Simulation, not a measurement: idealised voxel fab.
The document below concerns the process module designated voxel gate over fins.
The cross-section shown here is cut; it is 165 nm wide and divided into square cells measuring 5 nm on a side.
Cross-section, as written here: a square-cell grid given band by band from the top down, where a band holds one or more rows of cells. The band entry comprises the height of the band's top followed by the height of its bottom, expressed in nm, and subsequently the band's materials from left to right, each stated together with its width in nm. Where a single material is marked with the word "full width", that material fills the band from edge to edge. The word "air" represents empty space. Where do heights start? At 0: under that level the wafer as delivered is made of one material only. And the lowest band has no floor; it just carries on downward, as in "z 0 and below". Read "30..40" as a graded width: first number on top, second number at the bottom, same change between each pair of neighbouring rows. The cross-section has no changed cell in any step marked "left unchanged". "Internal closed voids" contains a list of empty spaces, each no smaller than 8 cells and without an open way to the top, written in the form width x height at distance with the distance from the left edge and all three in nm. The remark found on a step's line after its settings is issued by the simulator itself and pertains to that step. A step's line can hold "overlay nm"; with a mask on that step, the setting says how far right of the planned place the mask lay, while a negative setting says it lay to the left.

These are the steps we planned for the process:
1) RECEIVE with material Si
2) CONFORMAL_DEP with material SiN, thk nm 10
3) MASKED_ETCH with tone cover, mask id FINS, width nm 15, pitch nm 35, etch materials SiN, depth nm 10, overlay nm 0
4) MASKED_ETCH with tone cover, mask id FINS, width nm 15, pitch nm 35, etch materials Si, depth nm 30, overlay nm 0
5) OXIDIZE with depth nm 5
6) FILL_DEP with material SiO2, thk nm 5
7) CMP with height nm 10
8) SELECTIVE_ETCH with etch materials SiO2, depth nm 20
9) STRIP with etch materials SiN
10) CONFORMAL_DEP with material HfO2, thk nm 5
11) CONFORMAL_DEP with material TiN, thk nm 5
12) FILL_DEP with material W, thk nm 10
13) CMP with height nm 15
14) CONFORMAL_DEP with material SiN, thk nm 10

Run as planned: first of two wafers:

As received, after step 1:
- z 0 and below | Si full width
- Internal closed voids: none

How the wafer stands in section after step 2:
- z 10 to 0 | SiN full width
- Nothing below the height 0 has changed.

How the wafer stands in section after step 3:
- z 10 to 0 | air 40; SiN 15; air 20; SiN 15; air 20; SiN 15; air 40
- Nothing below the height 0 has changed.

How the wafer stands in section after step 4:
- z 10 to 0 | air 40; SiN 15; air 20; SiN 15; air 20; SiN 15; air 40
- z 0 to -30 | air 40; Si 15; air 20; Si 15; air 20; Si 15; air 40
- Nothing below the height -30 has changed.

How the wafer stands in section after step 5:
- z 10 to 0 | air 40; SiN 15; air 20; SiN 15; air 20; SiN 15; air 40
- z 0 to -30 | air 40; SiO2 5; Si 5; SiO2 5; air 20; SiO2 5; Si 5; SiO2 5; air 20; SiO2 5; Si 5; SiO2 5; air 40
- z -30 to -35 | SiO2 45; Si 5; SiO2 30; Si 5; SiO2 30; Si 5; SiO2 45
- Nothing below the height -35 has changed.

How the wafer stands in section after step 6:
- z 15 to 10 | SiO2 full width
- z 10 to 0 | SiO2 40; SiN 15; SiO2 20; SiN 15; SiO2 20; SiN 15; SiO2 40
- z 0 to -35 | SiO2 45; Si 5; SiO2 30; Si 5; SiO2 30; Si 5; SiO2 45
- Nothing below the height -35 has changed.

How the wafer stands in section after step 7:
- z 10 to 0 | SiO2 40; SiN 15; SiO2 20; SiN 15; SiO2 20; SiN 15; SiO2 40
- Nothing below the height 0 has changed.

How the wafer stands in section after step 8:
- z 10 to 0 | air 40; SiN 15; air 20; SiN 15; air 20; SiN 15; air 40
- z 0 to -10 | air 45; Si 5; air 30; Si 5; air 30; Si 5; air 45
- Nothing below the height -10 has changed.

How the wafer stands in section after step 9:
- z 0 to -10 | air 45; Si 5; air 30; Si 5; air 30; Si 5; air 45
- Nothing below the height -10 has changed.

How the wafer stands in section after step 10:
- z 5 to 0 | air 40; HfO2 15; air 20; HfO2 15; air 20; HfO2 15; air 40
- z 0 to -5 | air 40; HfO2 5; Si 5; HfO2 5; air 20; HfO2 5; Si 5; HfO2 5; air 20; HfO2 5; Si 5; HfO2 5; air 40
- z -5 to -10 | HfO2 45; Si 5; HfO2 30; Si 5; HfO2 30; Si 5; HfO2 45
- Nothing below the height -10 has changed.

How the wafer stands in section after step 11:
- z 10 to 5 | air 35; TiN 25; air 10; TiN 25; air 10; TiN 25; air 35
- z 5 to 0 | air 35; TiN 5; HfO2 15; TiN 5; air 10; TiN 5; HfO2 15; TiN 5; air 10; TiN 5; HfO2 15; TiN 5; air 35
- z 0 to -5 | TiN 40; HfO2 5; Si 5; HfO2 5; TiN 20; HfO2 5; Si 5; HfO2 5; TiN 20; HfO2 5; Si 5; HfO2 5; TiN 40
- Nothing below the height -5 has changed.

How the wafer stands in section after step 12:
- z 20 to 10 | W full width
- z 10 to 5 | W 35; TiN 25; W 10; TiN 25; W 10; TiN 25; W 35
- z 5 to 0 | W 35; TiN 5; HfO2 15; TiN 5; W 10; TiN 5; HfO2 15; TiN 5; W 10; TiN 5; HfO2 15; TiN 5; W 35
- Nothing below the height 0 has changed.

How the wafer stands in section after step 13:
- z 15 to 10 | W full width
- Nothing below the height 10 has changed.

How the wafer stands in section after step 14:
- z 25 to 15 | SiN full width
- Nothing below the height 15 has changed.

Second wafer, same starting state and plan as the first, one mistake in the run, identical through step 9:

Cross-section: second wafer, time at which step 10 was scheduled to end:
- z 5 to 0 | air 40; TiN 15; air 20; TiN 15; air 20; TiN 15; air 40
- z 0 to -5 | air 40; TiN 5; Si 5; TiN 5; air 20; TiN 5; Si 5; TiN 5; air 20; TiN 5; Si 5; TiN 5; air 40
- z -5 to -10 | TiN 45; Si 5; TiN 30; Si 5; TiN 30; Si 5; TiN 45
- Nothing below the height -10 has changed.

Cross-section: second wafer, time at which step 11 was scheduled to end:
- z 10 to 0 | air 35; TiN 25; air 10; TiN 25; air 10; TiN 25; air 35
- z 0 to -10 | TiN 45; Si 5; TiN 30; Si 5; TiN 30; Si 5; TiN 45
- Nothing below the height -10 has changed.

Cross-section: second wafer, time at which step 12 was scheduled to end:
- z 20 to 10 | W full width
- z 10 to 0 | W 35; TiN 25; W 10; TiN 25; W 10; TiN 25; W 35
- Nothing below the height 0 has changed.

Cross-section: second wafer, time at which step 13 was scheduled to end:
- z 15 to 10 | W full width
- Nothing below the height 10 has changed.

Cross-section: second wafer, time at which step 14 was scheduled to end:
- z 25 to 15 | SiN full width
- Nothing below the height 15 has changed.
Misprocessing identified: step 10 was not run as planned; what actually ran was CONFORMAL_DEP with material TiN, thk nm 5
Upon completion, the second wafer contains, in terms of cells, a greater or smaller amount of certain materials than the first wafer: HfO2: 45 fewer | TiN: 45 more
